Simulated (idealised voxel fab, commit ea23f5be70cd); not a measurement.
Process module, titled voxel spacer lines
Section shown: cut. Width: 170 nm. Cell size: 5 nm, square.
This document writes a cross-section as a grid whose cells are square, and gives it as bands, listed from the top down; one or more rows of cells form a band.
In this notation a band is specified by the heights of its top and bottom, in that order and in nm, after which its materials appear from left to right, each paired with its width in nm. The word "everywhere" attached to a single material means that material fills the band from edge to edge; the word "blank" stands for empty space.
Zero point of the height axis is 0; under it, received wafer = one material. Lowest band: continues down indefinitely, "z 0 and below".
Read "30..40" as a graded width: first number on top, second number at the bottom, same change between each pair of neighbouring rows.
Step note "no alterations made" = no cross-section cell changed.
"Catalogued sealed voids": empty spaces of 8 cells or more with no open way to the top, each given as width x height at distance, distance from the left edge, all in nm.
Post-settings text on a step line: simulator's own remark regarding the step.
If you see "overlay nm" on a step's line and that step has a mask, it's telling you how far right of where it was planned the mask ended up; a negative number means it went left instead.

Listed below are the process steps as planned:
1. RECEIVE,material Si
2. CONFORMAL_DEP,material Al2O3,thk nm 10
3. DIRECTIONAL_DEP,material TiN,thk nm 10
4. DIRECTIONAL_DEP,material polySi,thk nm 25
5. PATTERN,tone cover,mask id MANDREL,material resist,width nm 15,pitch nm 60,thk nm 35,overlay nm 0
6. DIRECTIONAL_ETCH,etch materials polySi,depth nm 25
7. STRIP,etch materials resist
8. CONFORMAL_DEP,material SiO2,thk nm 15
9. DIRECTIONAL_ETCH,etch materials SiO2,depth nm 15
10. STRIP,etch materials polySi
11. DIRECTIONAL_ETCH,etch materials TiN,depth nm 10
12. STRIP,etch materials SiO2
13. FILL_DEP,material lowk,thk nm 5
14. CMP,height nm 20

As-received wafer cross-section (after step 1):
  z 0 and below  Si everywhere
  Catalogued sealed voids: none

Run as planned - first of the two wafers cross-sectioned at the end of the module:
  z 20 to 10  lowk: 30, then TiN: 15, then lowk: 15, then TiN: 15, then lowk: 15, then TiN: 15, then lowk: 15, then TiN: 15, then lowk: 35
  z 10 to 0  Al2O3 everywhere
  z 0 and below  Si everywhere
  Catalogued sealed voids: none

Here is the second of the two wafers cut open at the end of the module - same start, same plan as the first one, but we made one mistake running it:
  z 20 to 10  lowk: 40, then TiN: 15, then lowk: 15, then TiN: 15, then lowk: 15, then TiN: 15, then lowk: 15, then TiN: 15, then lowk: 25
  z 10 to 0  Al2O3 everywhere
  z 0 and below  Si everywhere
  Catalogued sealed voids: none
Finding, execution versus plan: step 5 ran as: PATTERN,tone cover,mask id MANDREL,material resist,width nm 15,pitch nm 60,thk nm 35,overlay nm 10
Upon completion, the cell count for each material on the second wafer equals that on the first, whereas the spatial distribution of those cells differs.
